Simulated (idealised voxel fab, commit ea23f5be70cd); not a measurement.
process module | voxel fin reveal
cross-section cut | 245 nm wide | cells 5 nm
A cross-section is a grid of square cells, given in bands from the top down. A band is one or more rows of cells.
Each band's line starts with the height of the band's top and of its bottom, in nm. Then come its materials from left to right, each with its width in nm. One material with "throughout" fills the band from edge to edge. "air" is empty space.
Height 0 is the level under which the wafer as received is all one material. The lowest band goes on downwards, as in "0 down".
A width such as "30 to 40" changes by the same amount from each row of cells to the next, from the band's top row to its bottom row.
"no change" after a step means that no cell of the cross-section changed.
closed voids: empty space of 8 cells or more with no open way to the top, each as width x height at its distance from the left edge, in nm
after a step's settings: what the simulator itself notes on the step
overlay nm, on a step with a mask: how far to the right of its planned place the mask lay; to the left if negative
plan
1 op RECEIVE | material Si
2 op CONFORMAL_DEP | material SiN | thk nm 10
3 op DIRECTIONAL_DEP | material aC | thk nm 15
4 op PATTERN | tone cover | mask id FINS | material resist | width nm 15 | pitch nm 45 | thk nm 30 | overlay nm 0
5 op DIRECTIONAL_ETCH | etch materials aC | depth nm 15
6 op STRIP | etch materials resist
7 op DIRECTIONAL_ETCH | etch materials SiN | depth nm 10
8 op DIRECTIONAL_ETCH | etch materials Si | depth nm 30
9 op STRIP | etch materials aC
10 op FILL_DEP | material SiO2 | thk nm 10
11 op CMP | height nm 10
12 op SELECTIVE_ETCH | etch materials SiO2 | depth nm 20
13 op STRIP | etch materials SiN
14 op CONFORMAL_DEP | material SiO2 | thk nm 5
first wafer, as planned
as received, after step 1
  0 down: Si throughout
  closed voids: none
after step 2
  10 to 0: SiN throughout
  below 0: unchanged
after step 3
  25 to 10: aC throughout
  below 10: unchanged
after step 4
  55 to 25: air 90 | resist 15 | air 30 | resist 15 | air 95
  below 25: unchanged
after step 5
  40 to 25: air 90 | resist 15 | air 30 | resist 15 | air 95
  25 to 10: air 90 | aC 15 | air 30 | aC 15 | air 95
  below 10: unchanged
after step 6
  25 to 10: air 90 | aC 15 | air 30 | aC 15 | air 95
  below 10: unchanged
after step 7
  25 to 10: air 90 | aC 15 | air 30 | aC 15 | air 95
  10 to 0: air 90 | SiN 15 | air 30 | SiN 15 | air 95
  below 0: unchanged
after step 8
  25 to 10: air 90 | aC 15 | air 30 | aC 15 | air 95
  10 to 0: air 90 | SiN 15 | air 30 | SiN 15 | air 95
  0 to -30: air 90 | Si 15 | air 30 | Si 15 | air 95
  below -30: unchanged
after step 9
  10 to 0: air 90 | SiN 15 | air 30 | SiN 15 | air 95
  below 0: unchanged
after step 10
  20 to 10: SiO2 throughout
  10 to 0: SiO2 90 | SiN 15 | SiO2 30 | SiN 15 | SiO2 95
  0 to -30: SiO2 90 | Si 15 | SiO2 30 | Si 15 | SiO2 95
  below -30: unchanged
after step 11
  10 to 0: SiO2 90 | SiN 15 | SiO2 30 | SiN 15 | SiO2 95
  below 0: unchanged
after step 12
  10 to 0: air 90 | SiN 15 | air 30 | SiN 15 | air 95
  0 to -10: air 90 | Si 15 | air 30 | Si 15 | air 95
  below -10: unchanged
after step 13
  0 to -10: air 90 | Si 15 | air 30 | Si 15 | air 95
  below -10: unchanged
after step 14
  5 to 0: air 85 | SiO2 25 | air 20 | SiO2 25 | air 90
  0 to -5: air 85 | SiO2 5 | Si 15 | SiO2 5 | air 20 | SiO2 5 | Si 15 | SiO2 5 | air 90
  -5 to -30: SiO2 90 | Si 15 | SiO2 30 | Si 15 | SiO2 95
  below -30: unchanged
second wafer: like start, like plan, one mistake. Through step 11 it matches the first wafer
when step 12 should have ended
  10 to 0: SiO2 90 | air 15 | SiO2 30 | air 15 | SiO2 95
  below 0: unchanged
when step 13 should have ended
  0 to -10: air 90 | Si 15 | air 30 | Si 15 | air 95
  -10 to -20: SiO2 70 | air 20 | Si 15 | air 30 | Si 15 | air 20 | SiO2 75
  below -20: unchanged
when step 14 should have ended
  5 to 0: air 85 | SiO2 25 | air 20 | SiO2 25 | air 90
  0 to -5: air 85 | SiO2 5 | Si 15 | SiO2 5 | air 20 | SiO2 5 | Si 15 | SiO2 5 | air 90
  -5 to -15: SiO2 75 | air 10 | SiO2 5 | Si 15 | SiO2 5 | air 20 | SiO2 5 | Si 15 | SiO2 5 | air 10 | SiO2 80
  -15 to -30: SiO2 90 | Si 15 | SiO2 30 | Si 15 | SiO2 95
  below -30: unchanged
what went wrong: steps 12 and 13 were swapped
at the end the second wafer has, in cells: 16 fewer of SiO2
